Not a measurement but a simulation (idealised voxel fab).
The process module that follows is named voxel spacer lines.
In the cross-section labelled cut, the width is 200 nm and each square cell is 5 nm.
Heads up, the way a cross-section reads in here is a grid of square cells, handed over as bands from the top down, with every band being one or more rows of cells. Band: top and bottom heights (nm) first, top before bottom; then materials from left to right, widths in nm. "all across" marks a sole material filling the band edge to edge. "air" denotes empty space. Heights from 0 (as-received wafer is one material below). Bottom band endless downward, as "0 and below". Top row gets the first number, bottom row gets the second, and each row in between changes by the same step: that is how a band width like "30 to 40" works. For the purposes of this document, the phrase "nothing different" attached to a step denotes that no cell within the cross-section was modified by that step. This entry, "Fully sealed cavities", enumerates those empty regions of no fewer than 8 cells that possess no open connection to the top. Each region is reported in the form width x height at distance, the distance being taken from the left edge, with all three quantities expressed in nm. Heads up: the bit after the settings on a step's line is the simulator's remark on that step. overlay nm: step with mask; distance mask lay right of planned place; negative value = left of planned place.

# This section lists the process steps that were planned
step 1: RECEIVE: material Si
step 2: CONFORMAL_DEP: material Al2O3, thk nm 10
step 3: DIRECTIONAL_DEP: material W, thk nm 20
step 4: DIRECTIONAL_DEP: material aC, thk nm 20
step 5: PATTERN: tone cover, mask id MANDREL, material resist, width nm 20, pitch nm 60, thk nm 25, overlay nm -15
step 6: DIRECTIONAL_ETCH: etch materials aC, depth nm 20
step 7: STRIP: etch materials resist
step 8: CONFORMAL_DEP: material SiN, thk nm 10
step 9: DIRECTIONAL_ETCH: etch materials SiN, depth nm 10
step 10: STRIP: etch materials aC
step 11: DIRECTIONAL_ETCH: etch materials W, depth nm 20
step 12: STRIP: etch materials SiN
The wafers in this document start out alike and differ in the overlay nm applied at step 5; the plan shows the value used for the first wafer.

# Cross-sectional view of the first of several wafers in the as-received condition, corresponding to the state following step 1
> 0 and below  Si all across
> Fully sealed cavities: none

# Here is how to read the rows: every wafer has a row, and it shows the wafer at the end of the module, giving for each material how many cells were gained (+) or lost (-) since the wafer was received, then listing its closed voids
overlay nm -15; +80 Al2O3; +48 W; Fully sealed cavities: none
overlay nm -10; +80 Al2O3; +48 W; Fully sealed cavities: none
overlay nm -5; +80 Al2O3; +48 W; Fully sealed cavities: none
overlay nm 0; +80 Al2O3; +48 W; Fully sealed cavities: none
overlay nm 5; +80 Al2O3; +48 W; Fully sealed cavities: none
overlay nm 10; +80 Al2O3; +48 W; Fully sealed cavities: none
overlay nm 15; +80 Al2O3; +48 W; Fully sealed cavities: none
